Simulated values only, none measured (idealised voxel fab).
The following process module bears the name voxel double patterning.
Cross-sectional view cut (width: 260 nm; square cell size: 5 nm).
Think of the cross-section as a grid of square cells. We describe it in bands, top to bottom, and each band covers one or more rows of those cells.
It is stipulated that each band's entry specify, in nanometres, the height of the top of the band and then that of its bottom, followed by the materials of the band in left-to-right sequence, each together with its width in nanometres. A single material marked by the word "edge to edge" is understood to fill the band from edge to edge; the word "empty" is understood to denote empty space.
We count height from 0. Below that, the starting wafer is all one material. The lowest band never ends at the bottom but goes on down; see "0 nm and below" for how that is written.
A two-number width, for instance "30 to 40", indicates that the width is equal to the first number in the top row of the band and to the second number in the bottom row, and that it changes by a constant amount per row of cells.
Where a step carries "everything unchanged", the cross-section came out of it unchanged, cell for cell.
The list in "Enclosed cavity list" covers empty spaces of 8 cells or more that cannot reach the top through any open way, and it gives each as width x height at distance; the distance is from the left edge, and width, height and distance are in nm.
What comes after the settings on a step's line is commentary from the simulator itself on that step.
The setting "overlay nm" may be written on the line of a step. When the step uses a mask, the value reports how far to the right of the planned place the mask lay, and a negative value reports that it lay to the left.
**Process steps - plan**
1,RECEIVE (material Si)
2,CONFORMAL_DEP (material SiO2; thk nm 5)
3,DIRECTIONAL_DEP (material TiN; thk nm 20)
4,DIRECTIONAL_DEP (material SiCN; thk nm 10)
5,DIRECTIONAL_DEP (material aC; thk nm 15)
6,PATTERN (tone open; mask id FIRST; material resist; width nm 15; pitch nm 50; thk nm 30; overlay nm 0)
7,DIRECTIONAL_ETCH (etch materials aC; depth nm 15)
8,STRIP (etch materials resist)
9,DIRECTIONAL_ETCH (etch materials SiCN; depth nm 10)
10,STRIP (etch materials aC)
11,MASKED_ETCH (tone open; mask id SECOND; width nm 15; etch materials SiCN; depth nm 10; overlay nm 0)
12,DIRECTIONAL_ETCH (etch materials TiN; depth nm 20)
13,STRIP (etch materials SiCN)
**Below: the first of two wafers, run as planned**
**Wafer at receipt (post step 1), cross-section**
* 0 nm and below | Si edge to edge
* Enclosed cavity list: none
**Once step 2 is through, the wafer looks like this in cross-section**
* 5 nm to 0 nm | SiO2 edge to edge
* Whatever lies below 0 is exactly as it was before.
**Once step 3 is through, the wafer looks like this in cross-section**
* 25 nm to 5 nm | TiN edge to edge
* Whatever lies below 5 is exactly as it was before.
**Once step 4 is through, the wafer looks like this in cross-section**
* 35 nm to 25 nm | SiCN edge to edge
* Whatever lies below 25 is exactly as it was before.
**Once step 5 is through, the wafer looks like this in cross-section**
* 50 nm to 35 nm | aC edge to edge
* Whatever lies below 35 is exactly as it was before.
**Once step 6 is through, the wafer looks like this in cross-section**
* 80 nm to 50 nm | resist 95 nm; empty 15 nm; resist 35 nm; empty 15 nm; resist 100 nm
* Whatever lies below 50 is exactly as it was before.
**Once step 7 is through, the wafer looks like this in cross-section**
* 65 nm to 50 nm | resist 95 nm; empty 15 nm; resist 35 nm; empty 15 nm; resist 100 nm
* 50 nm to 35 nm | aC 95 nm; empty 15 nm; aC 35 nm; empty 15 nm; aC 100 nm
* Whatever lies below 35 is exactly as it was before.
**Once step 8 is through, the wafer looks like this in cross-section**
* 50 nm to 35 nm | aC 95 nm; empty 15 nm; aC 35 nm; empty 15 nm; aC 100 nm
* Whatever lies below 35 is exactly as it was before.
**Once step 9 is through, the wafer looks like this in cross-section**
* 50 nm to 35 nm | aC 95 nm; empty 15 nm; aC 35 nm; empty 15 nm; aC 100 nm
* 35 nm to 25 nm | SiCN 95 nm; empty 15 nm; SiCN 35 nm; empty 15 nm; SiCN 100 nm
* Whatever lies below 25 is exactly as it was before.
**Once step 10 is through, the wafer looks like this in cross-section**
* 35 nm to 25 nm | SiCN 95 nm; empty 15 nm; SiCN 35 nm; empty 15 nm; SiCN 100 nm
* Whatever lies below 25 is exactly as it was before.
**Once step 11 is through, the wafer looks like this in cross-section**
* 35 nm to 25 nm | SiCN 95 nm; empty 15 nm; SiCN 10 nm; empty 15 nm; SiCN 10 nm; empty 15 nm; SiCN 100 nm
* Whatever lies below 25 is exactly as it was before.
**Once step 12 is through, the wafer looks like this in cross-section**
* 35 nm to 25 nm | SiCN 95 nm; empty 15 nm; SiCN 10 nm; empty 15 nm; SiCN 10 nm; empty 15 nm; SiCN 100 nm
* 25 nm to 5 nm | TiN 95 nm; empty 15 nm; TiN 10 nm; empty 15 nm; TiN 10 nm; empty 15 nm; TiN 100 nm
* Whatever lies below 5 is exactly as it was before.
**Once step 13 is through, the wafer looks like this in cross-section**
* 25 nm to 5 nm | TiN 95 nm; empty 15 nm; TiN 10 nm; empty 15 nm; TiN 10 nm; empty 15 nm; TiN 100 nm
* Whatever lies below 5 is exactly as it was before.
**It is to be noted that the second wafer proceeded from the same initial state and according to the same plan as the first, although one mistake was committed in its execution; through step 1, inclusive, the two wafers share an identical history**
**Second wafer, section view, time point: scheduled end of step 2**
* 5 nm to 0 nm | aC edge to edge
* Whatever lies below 0 is exactly as it was before.
**Second wafer, section view, time point: scheduled end of step 3**
* 25 nm to 5 nm | TiN edge to edge
* Whatever lies below 5 is exactly as it was before.
**Second wafer, section view, time point: scheduled end of step 4**
* 35 nm to 25 nm | SiCN edge to edge
* Whatever lies below 25 is exactly as it was before.
**Second wafer, section view, time point: scheduled end of step 5**
* 50 nm to 35 nm | aC edge to edge
* Whatever lies below 35 is exactly as it was before.
**Second wafer, section view, time point: scheduled end of step 6**
* 80 nm to 50 nm | resist 95 nm; empty 15 nm; resist 35 nm; empty 15 nm; resist 100 nm
* Whatever lies below 50 is exactly as it was before.
**Second wafer, section view, time point: scheduled end of step 7**
* 65 nm to 50 nm | resist 95 nm; empty 15 nm; resist 35 nm; empty 15 nm; resist 100 nm
* 50 nm to 35 nm | aC 95 nm; empty 15 nm; aC 35 nm; empty 15 nm; aC 100 nm
* Whatever lies below 35 is exactly as it was before.
**Second wafer, section view, time point: scheduled end of step 8**
* 50 nm to 35 nm | aC 95 nm; empty 15 nm; aC 35 nm; empty 15 nm; aC 100 nm
* Whatever lies below 35 is exactly as it was before.
**Second wafer, section view, time point: scheduled end of step 9**
* 50 nm to 35 nm | aC 95 nm; empty 15 nm; aC 35 nm; empty 15 nm; aC 100 nm
* 35 nm to 25 nm | SiCN 95 nm; empty 15 nm; SiCN 35 nm; empty 15 nm; SiCN 100 nm
* Whatever lies below 25 is exactly as it was before.
**Second wafer, section view, time point: scheduled end of step 10**
* 35 nm to 25 nm | SiCN 95 nm; empty 15 nm; SiCN 35 nm; empty 15 nm; SiCN 100 nm
* Whatever lies below 25 is exactly as it was before.
**Second wafer, section view, time point: scheduled end of step 11**
* 35 nm to 25 nm | SiCN 95 nm; empty 15 nm; SiCN 10 nm; empty 15 nm; SiCN 10 nm; empty 15 nm; SiCN 100 nm
* Whatever lies below 25 is exactly as it was before.
**Second wafer, section view, time point: scheduled end of step 12**
* 35 nm to 25 nm | SiCN 95 nm; empty 15 nm; SiCN 10 nm; empty 15 nm; SiCN 10 nm; empty 15 nm; SiCN 100 nm
* 25 nm to 5 nm | TiN 95 nm; empty 15 nm; TiN 10 nm; empty 15 nm; TiN 10 nm; empty 15 nm; TiN 100 nm
* Whatever lies below 5 is exactly as it was before.
**Second wafer, section view, time point: scheduled end of step 13**
* 25 nm to 5 nm | TiN 95 nm; empty 15 nm; TiN 10 nm; empty 15 nm; TiN 10 nm; empty 15 nm; TiN 100 nm
* Whatever lies below 5 is exactly as it was before.
Finding, execution versus plan: step 2 changed vs plan, executed as CONFORMAL_DEP (material aC; thk nm 5)
In the final state, the cell counts of the second wafer exceed or fall short of those of the first for the following materials: 52 fewer of SiO2 | 52 more of aC
